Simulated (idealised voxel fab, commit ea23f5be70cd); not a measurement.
Documented hereafter: the process module known as voxel capacitor over wiring.
Xsec cut, 245 nm wide, square cell size 5 nm.
Notation: cross-section as square-cell grid; stated in bands, top first, going down; one or more cell rows per band.
In this notation a band is specified by the heights of its top and bottom, in that order and in nm, after which its materials appear from left to right, each paired with its width in nm. The word "throughout" attached to a single material means that material fills the band from edge to edge; the word "air" stands for empty space.
A quick word on heights: they are counted from 0, and under that level the wafer as it came to us is one material throughout. The lowest band is different from the rest in having no bottom; it simply continues downward, written as in "0 -> down".
So if you see something like "30..40" for the width, read it as the top row of the band sitting at the first number and the bottom row at the second, with every row in between moving by the same amount as the last.
The designation "nothing changed", where it is given for a processing step, indicates that no cell of the cross-section was altered in the course of that step.
Fully sealed voids: empty space of 8 cells or more with no open way to the top, each as width x height at its distance from the left edge, in nm
What comes after the settings on a step's line is commentary from the simulator itself on that step.
"overlay nm" denotes, for a step that has a mask, the displacement of the mask to the right of its planned place, with negative values corresponding to the left.

This section lists the process steps that were planned
1. RECEIVE | material Si
2. CONFORMAL_DEP | material SiO2 | thk nm 15
3. CONFORMAL_DEP | material SiN | thk nm 5
4. DIRECTIONAL_DEP | material SiO2 | thk nm 25
5. DIRECTIONAL_DEP | material aC | thk nm 10
6. PATTERN | tone open | mask id METAL_1 | material resist | width nm 30 | pitch nm 95 | thk nm 30 | overlay nm 0
7. DIRECTIONAL_ETCH | etch materials aC | depth nm 10
8. STRIP | etch materials resist
9. DIRECTIONAL_ETCH | etch materials SiO2 | depth nm 25
10. DIRECTIONAL_ETCH | etch materials SiN | depth nm 5
11. STRIP | etch materials aC
12. CONFORMAL_DEP | material TiN | thk nm 5
13. FILL_DEP | material Cu | thk nm 10
14. CMP | height nm 45
15. CONFORMAL_DEP | material SiCN | thk nm 5
16. DIRECTIONAL_DEP | material SiO2 | thk nm 15
17. PATTERN | tone open | mask id PLUG_1 | material resist | width nm 15 | thk nm 20 | overlay nm 0
18. DIRECTIONAL_ETCH | etch materials SiO2 | depth nm 15
19. DIRECTIONAL_ETCH | etch materials SiCN | depth nm 5
20. STRIP | etch materials resist
21. CONFORMAL_DEP | material TiN | thk nm 5
22. FILL_DEP | material Cu | thk nm 10
23. CMP | height nm 65
24. DIRECTIONAL_DEP | material TiN | thk nm 10
25. DIRECTIONAL_DEP | material HfO2 | thk nm 5
26. DIRECTIONAL_DEP | material TiN | thk nm 5
27. PATTERN | tone cover | mask id UPPER_PLATE | material resist | width nm 70 | thk nm 15 | overlay nm 0
28. DIRECTIONAL_ETCH | etch materials TiN | depth nm 5
29. DIRECTIONAL_ETCH | etch materials HfO2 | depth nm 5
30. STRIP | etch materials resist
31. DIRECTIONAL_DEP | material aC | thk nm 10
32. PATTERN | tone cover | mask id LOWER_PLATE | material resist | width nm 80 | thk nm 30 | overlay nm 0
33. DIRECTIONAL_ETCH | etch materials aC | depth nm 10
34. STRIP | etch materials resist
35. DIRECTIONAL_ETCH | etch materials TiN | depth nm 10
36. STRIP | etch materials aC
37. FILL_DEP | material SiO2 | thk nm 15
38. CMP | height nm 95
39. DIRECTIONAL_DEP | material aC | thk nm 15
40. PATTERN | tone open | mask id PLUG_2 | material resist | width nm 15 | thk nm 35 | overlay nm 0
41. DIRECTIONAL_ETCH | etch materials aC | depth nm 15
42. STRIP | etch materials resist
43. DIRECTIONAL_ETCH | etch materials SiO2 | depth nm 10
44. STRIP | etch materials aC
45. CONFORMAL_DEP | material TiN | thk nm 5
46. FILL_DEP | material W | thk nm 10
47. CMP | height nm 95
48. CONFORMAL_DEP | material SiN | thk nm 5

Cross-section: wafer on arrival = after step 1
* 0 -> down: Si throughout
* Fully sealed voids: none

Run as planned - first of the two wafers cross-sectioned at the end of the module
* 100 -> 95: SiN throughout
* 95 -> 90: SiO2: 85  TiN: 5  W: 5  TiN: 5  SiO2: 145
* 90 -> 80: SiO2: 85..75  TiN: 15..70  SiO2: 145..100
* 80 -> 75: SiO2: 75  HfO2: 70  SiO2: 100
* 75 -> 65: SiO2: 70  TiN: 80  SiO2: 95
* 65 -> 50: SiO2: 75  TiN: 5  Cu: 5  TiN: 5  SiO2: 155
* 50 -> 45: SiCN: 75  TiN: 15  SiCN: 155
* 45 -> 20: SiO2: 60  TiN: 5  Cu: 20  TiN: 5  SiO2: 65  TiN: 5  Cu: 20  TiN: 5  SiO2: 60
* 20 -> 15: SiN: 60  TiN: 30  SiN: 65  TiN: 30  SiN: 60
* 15 -> 0: SiO2 throughout
* 0 -> down: Si throughout
* Fully sealed voids: none

Cross-section, second wafer: same start as the first, same plan as the first, one mistake in running it; taken at the end of the module
* 100 -> 95: SiN throughout
* 95 -> 90: SiO2: 85  TiN: 5  W: 5  TiN: 5  SiO2: 145
* 90 -> 80: SiO2: 85..75  TiN: 15..70  SiO2: 145..100
* 80 -> 75: SiO2: 75  HfO2: 70  SiO2: 100
* 75 -> 65: SiO2: 70  TiN: 80  SiO2: 95
* 65 -> 50: SiO2: 75  TiN: 5  Cu: 5  TiN: 5  SiO2: 155
* 50 -> 45: SiCN: 75  TiN: 15  SiCN: 155
* 45 -> 30: SiO2: 60  TiN: 5  Cu: 20  TiN: 5  SiO2: 65  TiN: 5  Cu: 20  TiN: 5  SiO2: 60
* 30 -> 25: SiN: 60  TiN: 30  SiN: 65  TiN: 30  SiN: 60
* 25 -> 15: SiN throughout
* 15 -> 0: SiO2 throughout
* 0 -> down: Si throughout
* Fully sealed voids: none
Processing error: step 3 did not happen as planned, as run it was CONFORMAL_DEP | material SiN | thk nm 15
Count the cells at the end and the second wafer has more or fewer of some materials than the first: Cu: 16 fewer, SiN: 98 more, SiO2: 74 fewer, TiN: 8 fewer
